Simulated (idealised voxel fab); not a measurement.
You're looking at the process module voxel capacitor over wiring.
Xsec cut, 140 nm wide, square cell size 5 nm.
The cross-sections in this document take the form of a grid made of square cells. They are written out as bands, in order from top to bottom. Each band consists of one or more rows of cells. A band entry consists of two parts. The first gives the height of the band's top and the height of its bottom, in nm. The rest lists the band's materials from left to right, each with its width in nm. A single material labelled with the word "everywhere" fills the band from edge to edge, and the word "blank" marks empty space. A quick word on heights: they are counted from 0, and under that level the wafer as it came to us is one material throughout. The lowest band is different from the rest in having no bottom; it simply continues downward, written as in "0 and below". Quick explanation for "30 to 40": the width changes in equal steps down the rows of cells, from the first number in the band's top row to the second number in its bottom row. It should be understood that the words "no alteration", when stated for a given step, signify that the cross-section underwent no change in any of its cells during that step. Closed empty spaces (no open way to the top) of 8 cells or more are what "Voids, sealed" lists, each as width x height at distance from the left edge, nm for all three. Formally, on a step line, whatever follows the settings is a remark that the simulator itself makes on the step. The setting "overlay nm" may be written on the line of a step. When the step uses a mask, the value reports how far to the right of the planned place the mask lay, and a negative value reports that it lay to the left.

### The steps planned for the process are as follows
1: op RECEIVE | material Si
2: op CONFORMAL_DEP | material SiO2 | thk nm 15
3: op DIRECTIONAL_DEP | material TiN | thk nm 5
4: op DIRECTIONAL_DEP | material W | thk nm 20
5: op MASKED_ETCH | tone cover | mask id METAL_1 | width nm 20 | pitch nm 80 | etch materials W | depth nm 20 | overlay nm 0
6: op MASKED_ETCH | tone cover | mask id METAL_1 | width nm 20 | pitch nm 80 | etch materials TiN | depth nm 5 | overlay nm 0
7: op FILL_DEP | material lowk | thk nm 10
8: op CMP | height nm 40
9: op CONFORMAL_DEP | material SiCN | thk nm 5
10: op DIRECTIONAL_DEP | material lowk | thk nm 10
11: op PATTERN | tone open | mask id PLUG_1 | material resist | width nm 15 | thk nm 20 | overlay nm 0
12: op DIRECTIONAL_ETCH | etch materials lowk | depth nm 10
13: op DIRECTIONAL_ETCH | etch materials SiCN | depth nm 5
14: op STRIP | etch materials resist
15: op CONFORMAL_DEP | material TiN | thk nm 5
16: op FILL_DEP | material Cu | thk nm 10
17: op CMP | height nm 55
18: op DIRECTIONAL_DEP | material TiN | thk nm 10
19: op DIRECTIONAL_DEP | material Al2O3 | thk nm 5
20: op DIRECTIONAL_DEP | material TiN | thk nm 10
21: op PATTERN | tone cover | mask id UPPER_PLATE | material resist | width nm 55 | thk nm 20 | overlay nm 0
22: op DIRECTIONAL_ETCH | etch materials TiN | depth nm 10
23: op DIRECTIONAL_ETCH | etch materials Al2O3 | depth nm 5
24: op STRIP | etch materials resist
25: op PATTERN | tone cover | mask id LOWER_PLATE | material resist | width nm 75 | thk nm 20 | overlay nm 0
26: op DIRECTIONAL_ETCH | etch materials TiN | depth nm 10
27: op STRIP | etch materials resist
28: op FILL_DEP | material SiO2 | thk nm 20
29: op CMP | height nm 95
30: op MASKED_ETCH | tone open | mask id PLUG_2 | width nm 15 | etch materials SiO2 | depth nm 15 | overlay nm 0
31: op CONFORMAL_DEP | material TiN | thk nm 5
32: op FILL_DEP | material Ru | thk nm 10
33: op CMP | height nm 95
34: op CONFORMAL_DEP | material SiCN | thk nm 5
Among the wafers covered here, the point of difference is the width nm at step 21; their starting state is shared, and the plan presents the value of the first wafer.

### Cross-section of the first of several received wafers, showing its state after step 1
> 0 and below: Si everywhere
> Voids, sealed: none

### Rows = wafers. At module end, each row lists per material the cells gained (+) or lost (-) since the wafer was received, then the closed voids
width nm 55 | +11 Al2O3 | +2 Cu | +2 Ru | +53 SiCN | +236 SiO2 | +74 TiN | +32 W | +150 lowk | Voids, sealed: none
width nm 60 | +12 Al2O3 | +2 Cu | +2 Ru | +53 SiCN | +233 SiO2 | +76 TiN | +32 W | +150 lowk | Voids, sealed: none
width nm 65 | +13 Al2O3 | +2 Cu | +2 Ru | +53 SiCN | +230 SiO2 | +78 TiN | +32 W | +150 lowk | Voids, sealed: none
width nm 70 | +14 Al2O3 | +2 Cu | +2 Ru | +53 SiCN | +227 SiO2 | +80 TiN | +32 W | +150 lowk | Voids, sealed: none
width nm 75 | +15 Al2O3 | +2 Cu | +2 Ru | +53 SiCN | +224 SiO2 | +82 TiN | +32 W | +150 lowk | Voids, sealed: none
width nm 80 | +16 Al2O3 | +2 Cu | +2 Ru | +53 SiCN | +221 SiO2 | +84 TiN | +32 W | +150 lowk | Voids, sealed: none
